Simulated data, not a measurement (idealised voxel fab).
process module | voxel gate over fins
cross-section cut | 250 nm wide | cells 5 nm
A cross-section is a grid of square cells, given in bands from the top down. A band is one or more rows of cells.
Each band's line starts with the height of the band's top and of its bottom, in nm. Then come its materials from left to right, each with its width in nm. One material with "throughout" fills the band from edge to edge. "air" is empty space.
Height 0 is the level under which the wafer as received is all one material. The lowest band goes on downwards, as in "0 down".
A width such as "30 to 40" changes by the same amount from each row of cells to the next, from the band's top row to its bottom row.
"no change" after a step means that no cell of the cross-section changed.
closed voids: empty space of 8 cells or more with no open way to the top, each as width x height at its distance from the left edge, in nm
after a step's settings: what the simulator itself notes on the step
overlay nm, on a step with a mask: how far to the right of its planned place the mask lay; to the left if negative
plan
1 op RECEIVE | material Si
2 op CONFORMAL_DEP | material SiN | thk nm 5
3 op PATTERN | tone cover | mask id FINS | material resist | width nm 15 | pitch nm 35 | thk nm 20 | overlay nm 0
4 op DIRECTIONAL_ETCH | etch materials SiN | depth nm 5
5 op DIRECTIONAL_ETCH | etch materials Si | depth nm 30
6 op STRIP | etch materials resist
7 op FILL_DEP | material SiO2 | thk nm 10
8 op CMP | height nm 5
9 op SELECTIVE_ETCH | etch materials SiO2 | depth nm 15
10 op STRIP | etch materials SiN
11 op CONFORMAL_DEP | material HfO2 | thk nm 5
12 op CONFORMAL_DEP | material TiN | thk nm 5
13 op FILL_DEP | material W | thk nm 15
14 op CMP | height nm 20
15 op CONFORMAL_DEP | material SiN | thk nm 5
varied across the wafers: thk nm of step 12. The plan shows the first wafer's value. All wafers start alike
first wafer as received, after step 1
  0 down: Si throughout
  closed voids: none
each wafer at the end: cells of each material gained (+) or lost (-) since it was received, then its closed voids
thk nm 5 | +62 HfO2 | -246 Si | +50 SiN | +164 SiO2 | +62 TiN | +158 W | closed voids: none
thk nm 10 | +62 HfO2 | -246 Si | +50 SiN | +164 SiO2 | +116 TiN | +104 W | closed voids: none
thk nm 15 | +62 HfO2 | -246 Si | +50 SiN | +164 SiO2 | +170 TiN | +50 W | closed voids: none
thk nm 20 | +62 HfO2 | -246 Si | +50 SiN | +164 SiO2 | +197 TiN | +23 W | closed voids: none
